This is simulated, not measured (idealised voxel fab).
You're looking at the process module voxel self aligned vias.
Section shown: cut. Width: 220 nm. Cell size: 5 nm, square.
Cross-sections here: square-cell grids, written as top-down lists of bands, a band being one or more rows of cells. Basically the band line says how high the top is and how high the bottom is, in nm, and then what's in it from left to right, every material with its width in nm. Empty space shows up as "blank", and if a single material carries "full width" it runs the full band edge to edge. A quick word on heights: they are counted from 0, and under that level the wafer as it came to us is one material throughout. The lowest band is different from the rest in having no bottom; it simply continues downward, written as in "0 nm and below". A two-number width, for instance "30..40", indicates that the width is equal to the first number in the top row of the band and to the second number in the bottom row, and that it changes by a constant amount per row of cells. A step reported as "no modification" is a step in which no cell of the cross-section changed. This entry, "Enclosed void entries", enumerates those empty regions of no fewer than 8 cells that possess no open connection to the top. Each region is reported in the form width x height at distance, the distance being taken from the left edge, with all three quantities expressed in nm. What comes after the settings on a step's line is commentary from the simulator itself on that step. For masked steps, "overlay nm" on the step line gives how far right of plan the mask actually lay; a minus sign means it lay to the left.

Here's what the planned process steps look like:
step 1: RECEIVE (material Si)
step 2: CONFORMAL_DEP (material SiO2; thk nm 15)
step 3: CONFORMAL_DEP (material SiCN; thk nm 5)
step 4: DIRECTIONAL_DEP (material lowk; thk nm 30)
step 5: MASKED_ETCH (tone open; mask id LINES; width nm 25; pitch nm 50; etch materials lowk; depth nm 30; overlay nm 0)
step 6: CONFORMAL_DEP (material TiN; thk nm 5)
step 7: FILL_DEP (material W; thk nm 5)
step 8: CMP (height nm 50)
step 9: SELECTIVE_ETCH (etch materials W Ru TiN; depth nm 5)
step 10: FILL_DEP (material SiN; thk nm 10)
step 11: CMP (height nm 50)
step 12: DIRECTIONAL_DEP (material lowk; thk nm 20)
step 13: PATTERN (tone open; mask id VIAS; material resist; width nm 35; pitch nm 50; thk nm 15; overlay nm 0)
step 14: DIRECTIONAL_ETCH (etch materials lowk; depth nm 20)
step 15: DIRECTIONAL_ETCH (etch materials SiN; depth nm 5)
step 16: STRIP (etch materials resist)
step 17: CONFORMAL_DEP (material TiN; thk nm 5)
step 18: FILL_DEP (material Cu; thk nm 5)
step 19: CMP (height nm 70)
step 20: CONFORMAL_DEP (material SiN; thk nm 5)

The first of a set of two wafers, run to plan:

Cross-sectional view of the wafer in its as-received condition, corresponding to the state after step 1:
  0 nm and below: Si full width
  Enclosed void entries: none

The following cross-section depicts the wafer upon completion of step 2:
  15 nm to 0 nm: SiO2 full width
  Everything below 0 is unchanged.

The following cross-section depicts the wafer upon completion of step 3:
  20 nm to 15 nm: SiCN full width
  Everything below 15 is unchanged.

The following cross-section depicts the wafer upon completion of step 4:
  50 nm to 20 nm: lowk full width
  Everything below 20 is unchanged.

The following cross-section depicts the wafer upon completion of step 5:
  50 nm to 20 nm: 45 of lowk, then 25 of blank, then 25 of lowk, then 25 of blank, then 25 of lowk, then 25 of blank, then 50 of lowk
  Everything below 20 is unchanged.

The following cross-section depicts the wafer upon completion of step 6:
  55 nm to 50 nm: 50 of TiN, then 15 of blank, then 35 of TiN, then 15 of blank, then 35 of TiN, then 15 of blank, then 55 of TiN
  50 nm to 25 nm: 45 of lowk, then 5 of TiN, then 15 of blank, then 5 of TiN, then 25 of lowk, then 5 of TiN, then 15 of blank, then 5 of TiN, then 25 of lowk, then 5 of TiN, then 15 of blank, then 5 of TiN, then 50 of lowk
  25 nm to 20 nm: 45 of lowk, then 25 of TiN, then 25 of lowk, then 25 of TiN, then 25 of lowk, then 25 of TiN, then 50 of lowk
  Everything below 20 is unchanged.

The following cross-section depicts the wafer upon completion of step 7:
  60 nm to 55 nm: W full width
  55 nm to 50 nm: 50 of TiN, then 15 of W, then 35 of TiN, then 15 of W, then 35 of TiN, then 15 of W, then 55 of TiN
  50 nm to 25 nm: 45 of lowk, then 5 of TiN, then 15 of W, then 5 of TiN, then 25 of lowk, then 5 of TiN, then 15 of W, then 5 of TiN, then 25 of lowk, then 5 of TiN, then 15 of W, then 5 of TiN, then 50 of lowk
  Everything below 25 is unchanged.

The following cross-section depicts the wafer upon completion of step 8:
  50 nm to 25 nm: 45 of lowk, then 5 of TiN, then 15 of W, then 5 of TiN, then 25 of lowk, then 5 of TiN, then 15 of W, then 5 of TiN, then 25 of lowk, then 5 of TiN, then 15 of W, then 5 of TiN, then 50 of lowk
  Everything below 25 is unchanged.

The following cross-section depicts the wafer upon completion of step 9:
  50 nm to 45 nm: 45 of lowk, then 25 of blank, then 25 of lowk, then 25 of blank, then 25 of lowk, then 25 of blank, then 50 of lowk
  Everything below 45 is unchanged.

The following cross-section depicts the wafer upon completion of step 10:
  60 nm to 50 nm: SiN full width
  50 nm to 45 nm: 45 of lowk, then 25 of SiN, then 25 of lowk, then 25 of SiN, then 25 of lowk, then 25 of SiN, then 50 of lowk
  Everything below 45 is unchanged.

The following cross-section depicts the wafer upon completion of step 11:
  50 nm to 45 nm: 45 of lowk, then 25 of SiN, then 25 of lowk, then 25 of SiN, then 25 of lowk, then 25 of SiN, then 50 of lowk
  Everything below 45 is unchanged.

The following cross-section depicts the wafer upon completion of step 12:
  70 nm to 50 nm: lowk full width
  Everything below 50 is unchanged.

The following cross-section depicts the wafer upon completion of step 13:
  85 nm to 70 nm: 40 of resist, then 35 of blank, then 15 of resist, then 35 of blank, then 15 of resist, then 35 of blank, then 45 of resist
  Everything below 70 is unchanged.

The following cross-section depicts the wafer upon completion of step 14:
  85 nm to 70 nm: 40 of resist, then 35 of blank, then 15 of resist, then 35 of blank, then 15 of resist, then 35 of blank, then 45 of resist
  70 nm to 50 nm: 40 of lowk, then 35 of blank, then 15 of lowk, then 35 of blank, then 15 of lowk, then 35 of blank, then 45 of lowk
  Everything below 50 is unchanged.

The following cross-section depicts the wafer upon completion of step 15:
  85 nm to 70 nm: 40 of resist, then 35 of blank, then 15 of resist, then 35 of blank, then 15 of resist, then 35 of blank, then 45 of resist
  70 nm to 50 nm: 40 of lowk, then 35 of blank, then 15 of lowk, then 35 of blank, then 15 of lowk, then 35 of blank, then 45 of lowk
  50 nm to 45 nm: 45 of lowk, then 25 of blank, then 25 of lowk, then 25 of blank, then 25 of lowk, then 25 of blank, then 50 of lowk
  Everything below 45 is unchanged.

The following cross-section depicts the wafer upon completion of step 16:
  70 nm to 50 nm: 40 of lowk, then 35 of blank, then 15 of lowk, then 35 of blank, then 15 of lowk, then 35 of blank, then 45 of lowk
  Everything below 50 is unchanged.

The following cross-section depicts the wafer upon completion of step 17:
  75 nm to 70 nm: 45 of TiN, then 25 of blank, then 25 of TiN, then 25 of blank, then 25 of TiN, then 25 of blank, then 50 of TiN
  70 nm to 55 nm: 40 of lowk, then 5 of TiN, then 25 of blank, then 5 of TiN, then 15 of lowk, then 5 of TiN, then 25 of blank, then 5 of TiN, then 15 of lowk, then 5 of TiN, then 25 of blank, then 5 of TiN, then 45 of lowk
  55 nm to 50 nm: 40 of lowk, then 10 of TiN, then 15 of blank, then 10 of TiN, then 15 of lowk, then 10 of TiN, then 15 of blank, then 10 of TiN, then 15 of lowk, then 10 of TiN, then 15 of blank, then 10 of TiN, then 45 of lowk
  50 nm to 45 nm: 45 of lowk, then 25 of TiN, then 25 of lowk, then 25 of TiN, then 25 of lowk, then 25 of TiN, then 50 of lowk
  Everything below 45 is unchanged.

The following cross-section depicts the wafer upon completion of step 18:
  80 nm to 75 nm: Cu full width
  75 nm to 70 nm: 45 of TiN, then 25 of Cu, then 25 of TiN, then 25 of Cu, then 25 of TiN, then 25 of Cu, then 50 of TiN
  70 nm to 55 nm: 40 of lowk, then 5 of TiN, then 25 of Cu, then 5 of TiN, then 15 of lowk, then 5 of TiN, then 25 of Cu, then 5 of TiN, then 15 of lowk, then 5 of TiN, then 25 of Cu, then 5 of TiN, then 45 of lowk
  55 nm to 50 nm: 40 of lowk, then 10 of TiN, then 15 of Cu, then 10 of TiN, then 15 of lowk, then 10 of TiN, then 15 of Cu, then 10 of TiN, then 15 of lowk, then 10 of TiN, then 15 of Cu, then 10 of TiN, then 45 of lowk
  Everything below 50 is unchanged.

The following cross-section depicts the wafer upon completion of step 19:
  70 nm to 55 nm: 40 of lowk, then 5 of TiN, then 25 of Cu, then 5 of TiN, then 15 of lowk, then 5 of TiN, then 25 of Cu, then 5 of TiN, then 15 of lowk, then 5 of TiN, then 25 of Cu, then 5 of TiN, then 45 of lowk
  Everything below 55 is unchanged.

The following cross-section depicts the wafer upon completion of step 20:
  75 nm to 70 nm: SiN full width
  Everything below 70 is unchanged.

Companion wafer, the second of two: same beginning, same intended sequence, one mistake in carrying it out; through step 4 inclusive it tracks the first exactly:

Cross-section, second wafer, at the end time the plan gives for step 5:
  50 nm to 20 nm: 50 of lowk, then 25 of blank, then 25 of lowk, then 25 of blank, then 25 of lowk, then 25 of blank, then 45 of lowk
  Everything below 20 is unchanged.

Cross-section, second wafer, at the end time the plan gives for step 6:
  55 nm to 50 nm: 55 of TiN, then 15 of blank, then 35 of TiN, then 15 of blank, then 35 of TiN, then 15 of blank, then 50 of TiN
  50 nm to 25 nm: 50 of lowk, then 5 of TiN, then 15 of blank, then 5 of TiN, then 25 of lowk, then 5 of TiN, then 15 of blank, then 5 of TiN, then 25 of lowk, then 5 of TiN, then 15 of blank, then 5 of TiN, then 45 of lowk
  25 nm to 20 nm: 50 of lowk, then 25 of TiN, then 25 of lowk, then 25 of TiN, then 25 of lowk, then 25 of TiN, then 45 of lowk
  Everything below 20 is unchanged.

Cross-section, second wafer, at the end time the plan gives for step 7:
  60 nm to 55 nm: W full width
  55 nm to 50 nm: 55 of TiN, then 15 of W, then 35 of TiN, then 15 of W, then 35 of TiN, then 15 of W, then 50 of TiN
  50 nm to 25 nm: 50 of lowk, then 5 of TiN, then 15 of W, then 5 of TiN, then 25 of lowk, then 5 of TiN, then 15 of W, then 5 of TiN, then 25 of lowk, then 5 of TiN, then 15 of W, then 5 of TiN, then 45 of lowk
  Everything below 25 is unchanged.

Cross-section, second wafer, at the end time the plan gives for step 8:
  50 nm to 25 nm: 50 of lowk, then 5 of TiN, then 15 of W, then 5 of TiN, then 25 of lowk, then 5 of TiN, then 15 of W, then 5 of TiN, then 25 of lowk, then 5 of TiN, then 15 of W, then 5 of TiN, then 45 of lowk
  Everything below 25 is unchanged.

Cross-section, second wafer, at the end time the plan gives for step 9:
  50 nm to 45 nm: 50 of lowk, then 25 of blank, then 25 of lowk, then 25 of blank, then 25 of lowk, then 25 of blank, then 45 of lowk
  Everything below 45 is unchanged.

Cross-section, second wafer, at the end time the plan gives for step 10:
  60 nm to 50 nm: SiN full width
  50 nm to 45 nm: 50 of lowk, then 25 of SiN, then 25 of lowk, then 25 of SiN, then 25 of lowk, then 25 of SiN, then 45 of lowk
  Everything below 45 is unchanged.

Cross-section, second wafer, at the end time the plan gives for step 11:
  50 nm to 45 nm: 50 of lowk, then 25 of SiN, then 25 of lowk, then 25 of SiN, then 25 of lowk, then 25 of SiN, then 45 of lowk
  Everything below 45 is unchanged.

Cross-section, second wafer, at the end time the plan gives for step 12:
  70 nm to 50 nm: lowk full width
  Everything below 50 is unchanged.

Cross-section, second wafer, at the end time the plan gives for step 13:
  85 nm to 70 nm: 40 of resist, then 35 of blank, then 15 of resist, then 35 of blank, then 15 of resist, then 35 of blank, then 45 of resist
  Everything below 70 is unchanged.

Cross-section, second wafer, at the end time the plan gives for step 14:
  85 nm to 70 nm: 40 of resist, then 35 of blank, then 15 of resist, then 35 of blank, then 15 of resist, then 35 of blank, then 45 of resist
  70 nm to 50 nm: 40 of lowk, then 35 of blank, then 15 of lowk, then 35 of blank, then 15 of lowk, then 35 of blank, then 45 of lowk
  Everything below 50 is unchanged.

Cross-section, second wafer, at the end time the plan gives for step 15:
  85 nm to 70 nm: 40 of resist, then 35 of blank, then 15 of resist, then 35 of blank, then 15 of resist, then 35 of blank, then 45 of resist
  70 nm to 50 nm: 40 of lowk, then 35 of blank, then 15 of lowk, then 35 of blank, then 15 of lowk, then 35 of blank, then 45 of lowk
  50 nm to 45 nm: 50 of lowk, then 25 of blank, then 25 of lowk, then 25 of blank, then 25 of lowk, then 25 of blank, then 45 of lowk
  Everything below 45 is unchanged.

Cross-section, second wafer, at the end time the plan gives for step 16:
  70 nm to 50 nm: 40 of lowk, then 35 of blank, then 15 of lowk, then 35 of blank, then 15 of lowk, then 35 of blank, then 45 of lowk
  Everything below 50 is unchanged.

Cross-section, second wafer, at the end time the plan gives for step 17:
  75 nm to 70 nm: 45 of TiN, then 25 of blank, then 25 of TiN, then 25 of blank, then 25 of TiN, then 25 of blank, then 50 of TiN
  70 nm to 55 nm: 40 of lowk, then 5 of TiN, then 25 of blank, then 5 of TiN, then 15 of lowk, then 5 of TiN, then 25 of blank, then 5 of TiN, then 15 of lowk, then 5 of TiN, then 25 of blank, then 5 of TiN, then 45 of lowk
  55 nm to 50 nm: 40 of lowk, then 15 of TiN, then 15 of blank, then 5 of TiN, then 15 of lowk, then 15 of TiN, then 15 of blank, then 5 of TiN, then 15 of lowk, then 15 of TiN, then 15 of blank, then 5 of TiN, then 45 of lowk
  50 nm to 45 nm: 50 of lowk, then 25 of TiN, then 25 of lowk, then 25 of TiN, then 25 of lowk, then 25 of TiN, then 45 of lowk
  Everything below 45 is unchanged.

Cross-section, second wafer, at the end time the plan gives for step 18:
  80 nm to 75 nm: Cu full width
  75 nm to 70 nm: 45 of TiN, then 25 of Cu, then 25 of TiN, then 25 of Cu, then 25 of TiN, then 25 of Cu, then 50 of TiN
  70 nm to 55 nm: 40 of lowk, then 5 of TiN, then 25 of Cu, then 5 of TiN, then 15 of lowk, then 5 of TiN, then 25 of Cu, then 5 of TiN, then 15 of lowk, then 5 of TiN, then 25 of Cu, then 5 of TiN, then 45 of lowk
  55 nm to 50 nm: 40 of lowk, then 15 of TiN, then 15 of Cu, then 5 of TiN, then 15 of lowk, then 15 of TiN, then 15 of Cu, then 5 of TiN, then 15 of lowk, then 15 of TiN, then 15 of Cu, then 5 of TiN, then 45 of lowk
  Everything below 50 is unchanged.

Cross-section, second wafer, at the end time the plan gives for step 19:
  70 nm to 55 nm: 40 of lowk, then 5 of TiN, then 25 of Cu, then 5 of TiN, then 15 of lowk, then 5 of TiN, then 25 of Cu, then 5 of TiN, then 15 of lowk, then 5 of TiN, then 25 of Cu, then 5 of TiN, then 45 of lowk
  Everything below 55 is unchanged.

Cross-section, second wafer, at the end time the plan gives for step 20:
  75 nm to 70 nm: SiN full width
  Everything below 70 is unchanged.
What broke from the plan during processing? in deviation from the planned setting, step 5 was conducted as MASKED_ETCH (tone open; mask id LINES; width nm 25; pitch nm 50; etch materials lowk; depth nm 30; overlay nm 5)
If you tally the cells, the second wafer ends up with the same amount of every material as the first; it's all just sitting in different places.
